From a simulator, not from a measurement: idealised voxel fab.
Documented hereafter: the process module known as voxel transistor to metal.
The figure presents cross-section cut, which has a width of 185 nm and is divided into square cells with an edge length of 5 nm.
In this document a cross-section is written as a grid of square cells. It is given as a series of bands, listed from the top down, and a band is one or more rows of cells. Read a band's entry like this: the first values are the height of its top and the height of its bottom in nm, and what follows is the sequence of materials from left to right, each with its width in nm. Note that "air" is empty space, and that a single material marked "everywhere" reaches across the band from edge to edge. Height datum 0, below which the as-received substrate wafer is one material. Lowest band open at the bottom, running downward: "0 -> down". Top row gets the first number, bottom row gets the second, and each row in between changes by the same step: that is how a band width like "30 to 40" works. It should be understood that the words "no modifications", when stated for a given step, signify that the cross-section underwent no change in any of its cells during that step. Fully closed voids: empty space of 8 cells or more with no open way to the top, each as width x height at its distance from the left edge, in nm. Post-settings text on a step line: simulator's own remark regarding the step. overlay nm: for a step with a mask, the amount by which the mask lay right of where it was planned; a negative amount means left of it. For the reader: what remains of this document is a series of pairs, each showing a cross-section before one process step and a cross-section after that step which reaches down only to the lowest band that changed, with the step between them and its settings set out under the pair. It should not be assumed that a pair continues from the pair above it; the pairs can come from different runs of this module on the same starting wafer, and such continuity exists only where the entry headed "Ahead of processing" says so.

Ahead of processing
> 95 -> 80  lowk 45 nm | air 15 nm | lowk 65 nm | air 15 nm | lowk 45 nm
> 80 -> 65  lowk everywhere
> 65 -> 60  SiCN everywhere
> 60 -> 40  SiO2 45 nm | W 15 nm | SiO2 65 nm | W 15 nm | SiO2 45 nm
> 40 -> 35  SiO2 45 nm | TiN 15 nm | SiO2 65 nm | TiN 15 nm | SiO2 45 nm
> 35 -> 25  SiO2 45 nm | TiN 5 nm | Ru 20 nm | TiN 5 nm | SiO2 35 nm | TiN 5 nm | Ru 20 nm | TiN 5 nm | SiO2 45 nm
> 25 -> 15  SiO2 45 nm | TiN 5 nm | Ru 20 nm | TiN 5 nm | SiO2 5 nm | SiN 5 nm | SiCN 15 nm | SiN 5 nm | SiO2 5 nm | TiN 5 nm | Ru 20 nm | TiN 5 nm | SiO2 45 nm
> 15 -> 5  SiO2 45 nm | TiN 5 nm | Ru 20 nm | TiN 5 nm | SiN 5 nm | polySi 25 nm | SiN 5 nm | TiN 5 nm | Ru 20 nm | TiN 5 nm | SiO2 45 nm
> 5 -> 0  SiO2 45 nm | TiN 5 nm | Ru 10 nm | TiN 15 nm | SiN 5 nm | polySi 25 nm | SiN 5 nm | TiN 15 nm | Ru 10 nm | TiN 5 nm | SiO2 45 nm
> 0 -> -5  SiO2 35 nm | SiN 5 nm | SiO2 5 nm | TiN 5 nm | Ru 10 nm | TiN 5 nm | pSi 10 nm | SiN 5 nm | polySi 25 nm | SiN 5 nm | pSi 10 nm | TiN 5 nm | Ru 10 nm | TiN 5 nm | SiO2 5 nm | SiN 5 nm | SiO2 35 nm
> -5 -> -10  SiO2 45 nm | TiN 20 nm | pSi 10 nm | SiO2 35 nm | pSi 10 nm | TiN 20 nm | SiO2 45 nm
> -10 -> -20  SiO2 40 nm | pSi 35 nm | Si 35 nm | pSi 35 nm | SiO2 40 nm
> -20 -> -40  SiO2 40 nm | Si 105 nm | SiO2 40 nm
> -40 -> down  Si everywhere
> Fully closed voids: none

Resulting Cross-Section
> 105 -> 95  aC 45 nm | air 15 nm | aC 65 nm | air 15 nm | aC 45 nm
> 95 -> 90  lowk 45 nm | air 15 nm | lowk 65 nm | air 15 nm | lowk 45 nm
> 90 -> 80  lowk 45 nm | aC 15 nm | lowk 65 nm | aC 15 nm | lowk 45 nm
> Everything below 80 is unchanged.
> Fully closed voids: none
Step sandwiched between the two cross-sections above: DIRECTIONAL_DEP, material aC, thk nm 10

Ahead of processing: the state before this step is the cross-section shown after the step in the pair just above.

Resulting Cross-Section
> 130 -> 105  resist 45 nm | air 15 nm | resist 65 nm | air 15 nm | resist 45 nm
> Everything below 105 is unchanged.
> Fully closed voids: none
Step sandwiched between the two cross-sections above: PATTERN, tone open, mask id METAL_2_HOLES, material resist, width nm 15, pitch nm 80, thk nm 25, overlay nm 0

Ahead of processing: the state before this step is the cross-section shown after the step in the pair just above.

Resulting Cross-Section
> 120 -> 105  resist 45 nm | air 15 nm | resist 65 nm | air 15 nm | resist 45 nm
> 105 -> 95  aC 45 nm | air 15 nm | aC 65 nm | air 15 nm | aC 45 nm
> 95 -> 80  lowk 45 nm | air 15 nm | lowk 65 nm | air 15 nm | lowk 45 nm
> Everything below 80 is unchanged.
> Fully closed voids: none
Step sandwiched between the two cross-sections above: DIRECTIONAL_ETCH, etch materials aC, depth nm 10

Ahead of processing: the state before this step is the cross-section shown after the step in the pair just above.

Resulting Cross-Section
> 105 -> 95  aC 45 nm | air 15 nm | aC 65 nm | air 15 nm | aC 45 nm
> Everything below 95 is unchanged.
> Fully closed voids: none
Step sandwiched between the two cross-sections above: STRIP, etch materials resist

Ahead of processing: the state before this step is the cross-section shown after the step in the pair just above.

Resulting Cross-Section
> 105 -> 95  aC 45 nm | air 15 nm | aC 65 nm | air 15 nm | aC 45 nm
> 95 -> 65  lowk 45 nm | air 15 nm | lowk 65 nm | air 15 nm | lowk 45 nm
> Everything below 65 is unchanged.
> Fully closed voids: none
Step sandwiched between the two cross-sections above: DIRECTIONAL_ETCH, etch materials lowk, depth nm 15

Ahead of processing: the state before this step is the cross-section shown after the step in the pair just above.

Resulting Cross-Section
> 105 -> 95  aC 45 nm | air 15 nm | aC 65 nm | air 15 nm | aC 45 nm
> 95 -> 65  lowk 45 nm | air 15 nm | lowk 65 nm | air 15 nm | lowk 45 nm
> 65 -> 60  SiCN 45 nm | air 15 nm | SiCN 65 nm | air 15 nm | SiCN 45 nm
> Everything below 60 is unchanged.
> Fully closed voids: none
Step sandwiched between the two cross-sections above: DIRECTIONAL_ETCH, etch materials SiCN, depth nm 5

Ahead of processing: the state before this step is the cross-section shown after the step in the pair just above.

Resulting Cross-Section
> 95 -> 65  lowk 45 nm | air 15 nm | lowk 65 nm | air 15 nm | lowk 45 nm
> Everything below 65 is unchanged.
> Fully closed voids: none
Step sandwiched between the two cross-sections above: STRIP, etch materials aC

Ahead of processing: the state before this step is the cross-section shown after the step in the pair just above.

Resulting Cross-Section
> 100 -> 95  TiN 50 nm | air 5 nm | TiN 75 nm | air 5 nm | TiN 50 nm
> 95 -> 65  lowk 45 nm | TiN 5 nm | air 5 nm | TiN 5 nm | lowk 65 nm | TiN 5 nm | air 5 nm | TiN 5 nm | lowk 45 nm
> 65 -> 60  SiCN 45 nm | TiN 15 nm | SiCN 65 nm | TiN 15 nm | SiCN 45 nm
> Everything below 60 is unchanged.
> Fully closed voids: none
Step sandwiched between the two cross-sections above: CONFORMAL_DEP, material TiN, thk nm 5

Ahead of processing: the state before this step is the cross-section shown after the step in the pair just above.

Resulting Cross-Section
> 110 -> 100  Cu everywhere
> 100 -> 95  TiN 50 nm | Cu 5 nm | TiN 75 nm | Cu 5 nm | TiN 50 nm
> 95 -> 65  lowk 45 nm | TiN 5 nm | Cu 5 nm | TiN 5 nm | lowk 65 nm | TiN 5 nm | Cu 5 nm | TiN 5 nm | lowk 45 nm
> Everything below 65 is unchanged.
> Fully closed voids: none
Step sandwiched between the two cross-sections above: FILL_DEP, material Cu, thk nm 10

Ahead of processing: the state before this step is the cross-section shown after the step in the pair just above.

Resulting Cross-Section
> 95 -> 65  lowk 45 nm | TiN 5 nm | Cu 5 nm | TiN 5 nm | lowk 65 nm | TiN 5 nm | Cu 5 nm | TiN 5 nm | lowk 45 nm
> Everything below 65 is unchanged.
> Fully closed voids: none
Step sandwiched between the two cross-sections above: CMP, height nm 95

Ahead of processing: the state before this step is the cross-section shown after the step in the pair just above.

Resulting Cross-Section
> 100 -> 95  SiCN everywhere
> Everything below 95 is unchanged.
> Fully closed voids: none
Step sandwiched between the two cross-sections above: CONFORMAL_DEP, material SiCN, thk nm 5

Ahead of processing
> 75 -> 60  aC everywhere
> 60 -> 40  W everywhere
> 40 -> 35  TiN everywhere
> 35 -> 25  SiO2 45 nm | TiN 5 nm | Ru 20 nm | TiN 5 nm | SiO2 35 nm | TiN 5 nm | Ru 20 nm | TiN 5 nm | SiO2 45 nm
> 25 -> 15  SiO2 45 nm | TiN 5 nm | Ru 20 nm | TiN 5 nm | SiN 5 nm | SiCN 25 nm | SiN 5 nm | TiN 5 nm | Ru 20 nm | TiN 5 nm | SiO2 45 nm
> 15 -> 5  SiO2 45 nm | TiN 5 nm | Ru 20 nm | TiN 5 nm | SiN 5 nm | polySi 25 nm | SiN 5 nm | TiN 5 nm | Ru 20 nm | TiN 5 nm | SiO2 45 nm
> 5 -> 0  SiO2 45 nm | TiN 5 nm | Ru 10 nm | TiN 15 nm | SiN 5 nm | polySi 25 nm | SiN 5 nm | TiN 15 nm | Ru 10 nm | TiN 5 nm | SiO2 45 nm
> 0 -> -5  SiO2 35 nm | SiN 5 nm | SiO2 5 nm | TiN 5 nm | Ru 10 nm | TiN 5 nm | pSi 10 nm | SiN 5 nm | polySi 25 nm | SiN 5 nm | pSi 10 nm | TiN 5 nm | Ru 10 nm | TiN 5 nm | SiO2 5 nm | SiN 5 nm | SiO2 35 nm
> -5 -> -10  SiO2 45 nm | TiN 20 nm | pSi 10 nm | SiO2 35 nm | pSi 10 nm | TiN 20 nm | SiO2 45 nm
> -10 -> -20  SiO2 40 nm | pSi 35 nm | Si 35 nm | pSi 35 nm | SiO2 40 nm
> -20 -> -40  SiO2 40 nm | Si 105 nm | SiO2 40 nm
> -40 -> down  Si everywhere
> Fully closed voids: none

Resulting Cross-Section
> 110 -> 75  air 40 nm | resist 15 nm | air 65 nm | resist 15 nm | air 50 nm
> Everything below 75 is unchanged.
> Fully closed voids: none
Step sandwiched between the two cross-sections above: PATTERN, tone cover, mask id METAL_1, material resist, width nm 15, pitch nm 80, thk nm 35, overlay nm -5

Ahead of processing: the state before this step is the cross-section shown after the step in the pair just above.

Resulting Cross-Section
> 95 -> 75  air 40 nm | resist 15 nm | air 65 nm | resist 15 nm | air 50 nm
> 75 -> 60  air 40 nm | aC 15 nm | air 65 nm | aC 15 nm | air 50 nm
> Everything below 60 is unchanged.
> Fully closed voids: none
Step sandwiched between the two cross-sections above: DIRECTIONAL_ETCH, etch materials aC, depth nm 15

Ahead of processing: the state before this step is the cross-section shown after the step in the pair just above.

Resulting Cross-Section
> 75 -> 60  air 40 nm | aC 15 nm | air 65 nm | aC 15 nm | air 50 nm
> Everything below 60 is unchanged.
> Fully closed voids: none
Step sandwiched between the two cross-sections above: STRIP, etch materials resist

Ahead of processing: the state before this step is the cross-section shown after the step in the pair just above.

Resulting Cross-Section
> 75 -> 60  air 40 nm | aC 15 nm | air 65 nm | aC 15 nm | air 50 nm
> 60 -> 40  air 40 nm | W 15 nm | air 65 nm | W 15 nm | air 50 nm
> Everything below 40 is unchanged.
> Fully closed voids: none
Step sandwiched between the two cross-sections above: DIRECTIONAL_ETCH, etch materials W, depth nm 20

Ahead of processing: the state before this step is the cross-section shown after the step in the pair just above.

Resulting Cross-Section
> 75 -> 60  air 40 nm | aC 15 nm | air 65 nm | aC 15 nm | air 50 nm
> 60 -> 40  air 40 nm | W 15 nm | air 65 nm | W 15 nm | air 50 nm
> 40 -> 35  air 40 nm | TiN 15 nm | air 65 nm | TiN 15 nm | air 50 nm
> Everything below 35 is unchanged.
> Fully closed voids: none
Step sandwiched between the two cross-sections above: DIRECTIONAL_ETCH, etch materials TiN, depth nm 5

Ahead of processing: the state before this step is the cross-section shown after the step in the pair just above.

Resulting Cross-Section
> 60 -> 40  air 40 nm | W 15 nm | air 65 nm | W 15 nm | air 50 nm
> Everything below 40 is unchanged.
> Fully closed voids: none
Step sandwiched between the two cross-sections above: STRIP, etch materials aC

Ahead of processing: the state before this step is the cross-section shown after the step in the pair just above.

Resulting Cross-Section
> 70 -> 60  SiO2 everywhere
> 60 -> 40  SiO2 40 nm | W 15 nm | SiO2 65 nm | W 15 nm | SiO2 50 nm
> 40 -> 35  SiO2 40 nm | TiN 15 nm | SiO2 65 nm | TiN 15 nm | SiO2 50 nm
> Everything below 35 is unchanged.
> Fully closed voids: none
Step sandwiched between the two cross-sections above: FILL_DEP, material SiO2, thk nm 10

Ahead of processing: the state before this step is the cross-section shown after the step in the pair just above.

Resulting Cross-Section
> 60 -> 40  SiO2 40 nm | W 15 nm | SiO2 65 nm | W 15 nm | SiO2 50 nm
> Everything below 40 is unchanged.
> Fully closed voids: none
Step sandwiched between the two cross-sections above: CMP, height nm 60

Ahead of processing: the state before this step is the cross-section shown after the step in the pair just above.

Resulting Cross-Section
> 65 -> 60  SiCN everywhere
> Everything below 60 is unchanged.
> Fully closed voids: none
Step sandwiched between the two cross-sections above: CONFORMAL_DEP, material SiCN, thk nm 5

Ahead of processing: the state before this step is the cross-section shown after the step in the pair just above.

Resulting Cross-Section
> 95 -> 65  lowk everywhere
> Everything below 65 is unchanged.
> Fully closed voids: none
Step sandwiched between the two cross-sections above: DIRECTIONAL_DEP, material lowk, thk nm 30

Ahead of processing: the state before this step is the cross-section shown after the step in the pair just above.

Resulting Cross-Section
> 105 -> 95  aC everywhere
> Everything below 95 is unchanged.
> Fully closed voids: none
Step sandwiched between the two cross-sections above: DIRECTIONAL_DEP, material aC, thk nm 10

Ahead of processing: the state before this step is the cross-section shown after the step in the pair just above.

Resulting Cross-Section
> 130 -> 105  resist 45 nm | air 15 nm | resist 65 nm | air 15 nm | resist 45 nm
> Everything below 105 is unchanged.
> Fully closed voids: none
Step sandwiched between the two cross-sections above: PATTERN, tone open, mask id METAL_2, material resist, width nm 15, pitch nm 80, thk nm 25, overlay nm 0

Ahead of processing: the state before this step is the cross-section shown after the step in the pair just above.

Resulting Cross-Section
> 120 -> 105  resist 45 nm | air 15 nm | resist 65 nm | air 15 nm | resist 45 nm
> 105 -> 95  aC 45 nm | air 15 nm | aC 65 nm | air 15 nm | aC 45 nm
> Everything below 95 is unchanged.
> Fully closed voids: none
Step sandwiched between the two cross-sections above: DIRECTIONAL_ETCH, etch materials aC, depth nm 10

Ahead of processing: the state before this step is the cross-section shown after the step in the pair just above.

Resulting Cross-Section
> 105 -> 95  aC 45 nm | air 15 nm | aC 65 nm | air 15 nm | aC 45 nm
> Everything below 95 is unchanged.
> Fully closed voids: none
Step sandwiched between the two cross-sections above: STRIP, etch materials resist

Ahead of processing: the state before this step is the cross-section shown after the step in the pair just above.

Resulting Cross-Section
> 105 -> 95  aC 45 nm | air 15 nm | aC 65 nm | air 15 nm | aC 45 nm
> 95 -> 80  lowk 45 nm | air 15 nm | lowk 65 nm | air 15 nm | lowk 45 nm
> Everything below 80 is unchanged.
> Fully closed voids: none
Step sandwiched between the two cross-sections above: DIRECTIONAL_ETCH, etch materials lowk, depth nm 15

Ahead of processing: the state before this step is the cross-section shown after the step in the pair just above.

Resulting Cross-Section
> 95 -> 80  lowk 45 nm | air 15 nm | lowk 65 nm | air 15 nm | lowk 45 nm
> Everything below 80 is unchanged.
> Fully closed voids: none
Step sandwiched between the two cross-sections above: STRIP, etch materials aC

Ahead of processing: the state before this step is the cross-section shown after the step in the pair just above.

Resulting Cross-Section
> 105 -> 95  aC 45 nm | air 15 nm | aC 65 nm | air 15 nm | aC 45 nm
> 95 -> 90  lowk 45 nm | air 15 nm | lowk 65 nm | air 15 nm | lowk 45 nm
> 90 -> 80  lowk 45 nm | aC 15 nm | lowk 65 nm | aC 15 nm | lowk 45 nm
> Everything below 80 is unchanged.
> Fully closed voids: none
Step sandwiched between the two cross-sections above: DIRECTIONAL_DEP, material aC, thk nm 10

Ahead of processing: the state before this step is the cross-section shown after the step in the pair just above.

Resulting Cross-Section
> 130 -> 105  resist 45 nm | air 15 nm | resist 65 nm | air 15 nm | resist 45 nm
> Everything below 105 is unchanged.
> Fully closed voids: none
Step sandwiched between the two cross-sections above: PATTERN, tone open, mask id METAL_2_HOLES, material resist, width nm 15, pitch nm 80, thk nm 25, overlay nm 0

Ahead of processing: the state before this step is the cross-section shown after the step in the pair just above.

Resulting Cross-Section
> 120 -> 105  resist 45 nm | air 15 nm | resist 65 nm | air 15 nm | resist 45 nm
> 105 -> 95  aC 45 nm | air 15 nm | aC 65 nm | air 15 nm | aC 45 nm
> 95 -> 80  lowk 45 nm | air 15 nm | lowk 65 nm | air 15 nm | lowk 45 nm
> Everything below 80 is unchanged.
> Fully closed voids: none
Step sandwiched between the two cross-sections above: DIRECTIONAL_ETCH, etch materials aC, depth nm 10

Ahead of processing: the state before this step is the cross-section shown after the step in the pair just above.

Resulting Cross-Section
> 105 -> 95  aC 45 nm | air 15 nm | aC 65 nm | air 15 nm | aC 45 nm
> Everything below 95 is unchanged.
> Fully closed voids: none
Step sandwiched between the two cross-sections above: STRIP, etch materials resist

Ahead of processing: the state before this step is the cross-section shown after the step in the pair just above.

Resulting Cross-Section
> 105 -> 95  aC 45 nm | air 15 nm | aC 65 nm | air 15 nm | aC 45 nm
> 95 -> 65  lowk 45 nm | air 15 nm | lowk 65 nm | air 15 nm | lowk 45 nm
> Everything below 65 is unchanged.
> Fully closed voids: none
Step sandwiched between the two cross-sections above: DIRECTIONAL_ETCH, etch materials lowk, depth nm 15

Ahead of processing: the state before this step is the cross-section shown after the step in the pair just above.

Resulting Cross-Section
> 105 -> 95  aC 45 nm | air 15 nm | aC 65 nm | air 15 nm | aC 45 nm
> 95 -> 65  lowk 45 nm | air 15 nm | lowk 65 nm | air 15 nm | lowk 45 nm
> 65 -> 60  SiCN 45 nm | air 15 nm | SiCN 65 nm | air 15 nm | SiCN 45 nm
> Everything below 60 is unchanged.
> Fully closed voids: none
Step sandwiched between the two cross-sections above: DIRECTIONAL_ETCH, etch materials SiCN, depth nm 5

Ahead of processing: the state before this step is the cross-section shown after the step in the pair just above.

Resulting Cross-Section
> 95 -> 65  lowk 45 nm | air 15 nm | lowk 65 nm | air 15 nm | lowk 45 nm
> Everything below 65 is unchanged.
> Fully closed voids: none
Step sandwiched between the two cross-sections above: STRIP, etch materials aC

Ahead of processing: the state before this step is the cross-section shown after the step in the pair just above.

Resulting Cross-Section
> 100 -> 95  TiN 50 nm | air 5 nm | TiN 75 nm | air 5 nm | TiN 50 nm
> 95 -> 65  lowk 45 nm | TiN 5 nm | air 5 nm | TiN 5 nm | lowk 65 nm | TiN 5 nm | air 5 nm | TiN 5 nm | lowk 45 nm
> 65 -> 60  SiCN 45 nm | TiN 15 nm | SiCN 65 nm | TiN 15 nm | SiCN 45 nm
> Everything below 60 is unchanged.
> Fully closed voids: none
Step sandwiched between the two cross-sections above: CONFORMAL_DEP, material TiN, thk nm 5

Ahead of processing: the state before this step is the cross-section shown after the step in the pair just above.

Resulting Cross-Section
> 110 -> 100  Cu everywhere
> 100 -> 95  TiN 50 nm | Cu 5 nm | TiN 75 nm | Cu 5 nm | TiN 50 nm
> 95 -> 65  lowk 45 nm | TiN 5 nm | Cu 5 nm | TiN 5 nm | lowk 65 nm | TiN 5 nm | Cu 5 nm | TiN 5 nm | lowk 45 nm
> Everything below 65 is unchanged.
> Fully closed voids: none
Step sandwiched between the two cross-sections above: FILL_DEP, material Cu, thk nm 10

Ahead of processing: the state before this step is the cross-section shown after the step in the pair just above.

Resulting Cross-Section
> 95 -> 65  lowk 45 nm | TiN 5 nm | Cu 5 nm | TiN 5 nm | lowk 65 nm | TiN 5 nm | Cu 5 nm | TiN 5 nm | lowk 45 nm
> Everything below 65 is unchanged.
> Fully closed voids: none
Step sandwiched between the two cross-sections above: CMP, height nm 95

Ahead of processing: the state before this step is the cross-section shown after the step in the pair just above.

Resulting Cross-Section
> 100 -> 95  SiCN everywhere
> Everything below 95 is unchanged.
> Fully closed voids: none
Step sandwiched between the two cross-sections above: CONFORMAL_DEP, material SiCN, thk nm 5

Ahead of processing
> 95 -> 65  lowk 45 nm | air 15 nm | lowk 65 nm | air 15 nm | lowk 45 nm
> 65 -> 60  SiCN 45 nm | air 15 nm | SiCN 65 nm | air 15 nm | SiCN 45 nm
> 60 -> 40  SiO2 45 nm | W 15 nm | SiO2 65 nm | W 15 nm | SiO2 45 nm
> 40 -> 35  SiO2 45 nm | TiN 15 nm | SiO2 65 nm | TiN 15 nm | SiO2 45 nm
> 35 -> 25  SiO2 45 nm | TiN 5 nm | Ru 20 nm | TiN 5 nm | SiO2 35 nm | TiN 5 nm | Ru 20 nm | TiN 5 nm | SiO2 45 nm
> 25 -> 15  SiO2 45 nm | TiN 5 nm | Ru 20 nm | TiN 5 nm | SiN 5 nm | SiCN 25 nm | SiN 5 nm | TiN 5 nm | Ru 20 nm | TiN 5 nm | SiO2 45 nm
> 15 -> 5  SiO2 45 nm | TiN 5 nm | Ru 20 nm | TiN 5 nm | SiN 5 nm | polySi 25 nm | SiN 5 nm | TiN 5 nm | Ru 20 nm | TiN 5 nm | SiO2 45 nm
> 5 -> 0  SiO2 45 nm | TiN 5 nm | Ru 10 nm | TiN 15 nm | SiN 5 nm | polySi 25 nm | SiN 5 nm | TiN 15 nm | Ru 10 nm | TiN 5 nm | SiO2 45 nm
> 0 -> -5  SiO2 35 nm | SiN 5 nm | SiO2 5 nm | TiN 5 nm | Ru 10 nm | TiN 5 nm | pSi 10 nm | SiN 5 nm | polySi 25 nm | SiN 5 nm | pSi 10 nm | TiN 5 nm | Ru 10 nm | TiN 5 nm | SiO2 5 nm | SiN 5 nm | SiO2 35 nm
> -5 -> -10  SiO2 45 nm | TiN 20 nm | pSi 10 nm | SiO2 35 nm | pSi 10 nm | TiN 20 nm | SiO2 45 nm
> -10 -> -20  SiO2 40 nm | pSi 35 nm | Si 35 nm | pSi 35 nm | SiO2 40 nm
> -20 -> -40  SiO2 40 nm | Si 105 nm | SiO2 40 nm
> -40 -> down  Si everywhere
> Fully closed voids: none

Resulting Cross-Section
> 100 -> 95  polySi 50 nm | air 5 nm | polySi 75 nm | air 5 nm | polySi 50 nm
> 95 -> 65  lowk 45 nm | polySi 5 nm | air 5 nm | polySi 5 nm | lowk 65 nm | polySi 5 nm | air 5 nm | polySi 5 nm | lowk 45 nm
> 65 -> 60  SiCN 45 nm | polySi 15 nm | SiCN 65 nm | polySi 15 nm | SiCN 45 nm
> Everything below 60 is unchanged.
> Fully closed voids: none
Step sandwiched between the two cross-sections above: CONFORMAL_DEP, material polySi, thk nm 5

Ahead of processing: the state before this step is the cross-section shown after the step in the pair just above.

Resulting Cross-Section
> 110 -> 100  Cu everywhere
> 100 -> 95  polySi 50 nm | Cu 5 nm | polySi 75 nm | Cu 5 nm | polySi 50 nm
> 95 -> 65  lowk 45 nm | polySi 5 nm | Cu 5 nm | polySi 5 nm | lowk 65 nm | polySi 5 nm | Cu 5 nm | polySi 5 nm | lowk 45 nm
> Everything below 65 is unchanged.
> Fully closed voids: none
Step sandwiched between the two cross-sections above: FILL_DEP, material Cu, thk nm 10

Ahead of processing: the state before this step is the cross-section shown after the step in the pair just above.

Resulting Cross-Section
> 95 -> 65  lowk 45 nm | polySi 5 nm | Cu 5 nm | polySi 5 nm | lowk 65 nm | polySi 5 nm | Cu 5 nm | polySi 5 nm | lowk 45 nm
> Everything below 65 is unchanged.
> Fully closed voids: none
Step sandwiched between the two cross-sections above: CMP, height nm 95

Ahead of processing: the state before this step is the cross-section shown after the step in the pair just above.

Resulting Cross-Section
> 100 -> 95  SiCN everywhere
> Everything below 95 is unchanged.
> Fully closed voids: none
Step sandwiched between the two cross-sections above: CONFORMAL_DEP, material SiCN, thk nm 5

Ahead of processing
> 35 -> 25  SiO2 everywhere
> 25 -> 15  SiO2 75 nm | SiN 5 nm | SiCN 25 nm | SiN 5 nm | SiO2 75 nm
> 15 -> 0  SiO2 75 nm | SiN 5 nm | polySi 25 nm | SiN 5 nm | SiO2 75 nm
> 0 -> -5  SiO2 35 nm | SiN 5 nm | SiO2 25 nm | pSi 10 nm | SiN 5 nm | polySi 25 nm | SiN 5 nm | pSi 10 nm | SiO2 25 nm | SiN 5 nm | SiO2 35 nm
> -5 -> -10  SiO2 65 nm | pSi 10 nm | SiO2 35 nm | pSi 10 nm | SiO2 65 nm
> -10 -> -20  SiO2 40 nm | pSi 35 nm | Si 35 nm | pSi 35 nm | SiO2 40 nm
> -20 -> -40  SiO2 40 nm | Si 105 nm | SiO2 40 nm
> -40 -> down  Si everywhere
> Fully closed voids: none

Resulting Cross-Section
> 50 -> 35  air 45 nm | resist 30 nm | air 35 nm | resist 30 nm | air 45 nm
> Everything below 35 is unchanged.
> Fully closed voids: none
Step sandwiched between the two cross-sections above: PATTERN, tone cover, mask id CONTACT, material resist, width nm 30, pitch nm 65, thk nm 15, overlay nm 0

Ahead of processing: the state before this step is the cross-section shown after the step in the pair just above.

Resulting Cross-Section
> 50 -> 35  air 45 nm | resist 30 nm | air 35 nm | resist 30 nm | air 45 nm
> 35 -> 25  air 45 nm | SiO2 30 nm | air 35 nm | SiO2 30 nm | air 45 nm
> 25 -> 15  air 45 nm | SiO2 30 nm | SiN 5 nm | SiCN 25 nm | SiN 5 nm | SiO2 30 nm | air 45 nm
> 15 -> 0  air 45 nm | SiO2 30 nm | SiN 5 nm | polySi 25 nm | SiN 5 nm | SiO2 30 nm | air 45 nm
> 0 -> -5  air 35 nm | SiN 5 nm | air 5 nm | SiO2 20 nm | pSi 10 nm | SiN 5 nm | polySi 25 nm | SiN 5 nm | pSi 10 nm | SiO2 20 nm | air 5 nm | SiN 5 nm | air 35 nm
> -5 -> -10  air 35 nm | SiO2 5 nm | air 5 nm | SiO2 20 nm | pSi 10 nm | SiO2 35 nm | pSi 10 nm | SiO2 20 nm | air 5 nm | SiO2 5 nm | air 35 nm
> Everything below -10 is unchanged.
> Fully closed voids: none
Step sandwiched between the two cross-sections above: DIRECTIONAL_ETCH, etch materials SiO2, depth nm 45

Ahead of processing: the state before this step is the cross-section shown after the step in the pair just above.

Resulting Cross-Section
> 35 -> 25  air 45 nm | SiO2 30 nm | air 35 nm | SiO2 30 nm | air 45 nm
> Everything below 25 is unchanged.
> Fully closed voids: none
Step sandwiched between the two cross-sections above: STRIP, etch materials resist

Ahead of processing: the state before this step is the cross-section shown after the step in the pair just above.

Resulting Cross-Section
> 40 -> 35  air 40 nm | TiN 40 nm | air 25 nm | TiN 40 nm | air 40 nm
> 35 -> 30  air 40 nm | TiN 5 nm | SiO2 30 nm | TiN 5 nm | air 25 nm | TiN 5 nm | SiO2 30 nm | TiN 5 nm | air 40 nm
> 30 -> 25  air 40 nm | TiN 5 nm | SiO2 30 nm | TiN 35 nm | SiO2 30 nm | TiN 5 nm | air 40 nm
> 25 -> 15  air 40 nm | TiN 5 nm | SiO2 30 nm | SiN 5 nm | SiCN 25 nm | SiN 5 nm | SiO2 30 nm | TiN 5 nm | air 40 nm
> 15 -> 5  air 40 nm | TiN 5 nm | SiO2 30 nm | SiN 5 nm | polySi 25 nm | SiN 5 nm | SiO2 30 nm | TiN 5 nm | air 40 nm
> 5 -> 0  air 30 nm | TiN 15 nm | SiO2 30 nm | SiN 5 nm | polySi 25 nm | SiN 5 nm | SiO2 30 nm | TiN 15 nm | air 30 nm
> 0 -> -5  air 30 nm | TiN 5 nm | SiN 5 nm | TiN 5 nm | SiO2 20 nm | pSi 10 nm | SiN 5 nm | polySi 25 nm | SiN 5 nm | pSi 10 nm | SiO2 20 nm | TiN 5 nm | SiN 5 nm | TiN 5 nm | air 30 nm
> -5 -> -10  TiN 35 nm | SiO2 5 nm | TiN 5 nm | SiO2 20 nm | pSi 10 nm | SiO2 35 nm | pSi 10 nm | SiO2 20 nm | TiN 5 nm | SiO2 5 nm | TiN 35 nm
> Everything below -10 is unchanged.
> Fully closed voids: none
Step sandwiched between the two cross-sections above: CONFORMAL_DEP, material TiN, thk nm 5

Ahead of processing: the state before this step is the cross-section shown after the step in the pair just above.

Resulting Cross-Section
> 50 -> 40  Ru everywhere
> 40 -> 35  Ru 40 nm | TiN 40 nm | Ru 25 nm | TiN 40 nm | Ru 40 nm
> 35 -> 30  Ru 40 nm | TiN 5 nm | SiO2 30 nm | TiN 5 nm | Ru 25 nm | TiN 5 nm | SiO2 30 nm | TiN 5 nm | Ru 40 nm
> 30 -> 25  Ru 40 nm | TiN 5 nm | SiO2 30 nm | TiN 35 nm | SiO2 30 nm | TiN 5 nm | Ru 40 nm
> 25 -> 15  Ru 40 nm | TiN 5 nm | SiO2 30 nm | SiN 5 nm | SiCN 25 nm | SiN 5 nm | SiO2 30 nm | TiN 5 nm | Ru 40 nm
> 15 -> 5  Ru 40 nm | TiN 5 nm | SiO2 30 nm | SiN 5 nm | polySi 25 nm | SiN 5 nm | SiO2 30 nm | TiN 5 nm | Ru 40 nm
> 5 -> 0  Ru 30 nm | TiN 15 nm | SiO2 30 nm | SiN 5 nm | polySi 25 nm | SiN 5 nm | SiO2 30 nm | TiN 15 nm | Ru 30 nm
> 0 -> -5  Ru 30 nm | TiN 5 nm | SiN 5 nm | TiN 5 nm | SiO2 20 nm | pSi 10 nm | SiN 5 nm | polySi 25 nm | SiN 5 nm | pSi 10 nm | SiO2 20 nm | TiN 5 nm | SiN 5 nm | TiN 5 nm | Ru 30 nm
> Everything below -5 is unchanged.
> Fully closed voids: none
Step sandwiched between the two cross-sections above: FILL_DEP, material Ru, thk nm 10

Ahead of processing: the state before this step is the cross-section shown after the step in the pair just above.

Resulting Cross-Section
> 35 -> 30  Ru 40 nm | TiN 5 nm | SiO2 30 nm | TiN 5 nm | Ru 25 nm | TiN 5 nm | SiO2 30 nm | TiN 5 nm | Ru 40 nm
> Everything below 30 is unchanged.
> Fully closed voids: none
Step sandwiched between the two cross-sections above: CMP, height nm 35

Ahead of processing: the state before this step is the cross-section shown after the step in the pair just above.

Resulting Cross-Section
> 40 -> 35  TiN everywhere
> Everything below 35 is unchanged.
> Fully closed voids: none
Step sandwiched between the two cross-sections above: DIRECTIONAL_DEP, material TiN, thk nm 5

Ahead of processing: the state before this step is the cross-section shown after the step in the pair just above.

Resulting Cross-Section
> 60 -> 40  W everywhere
> Everything below 40 is unchanged.
> Fully closed voids: none
Step sandwiched between the two cross-sections above: DIRECTIONAL_DEP, material W, thk nm 20
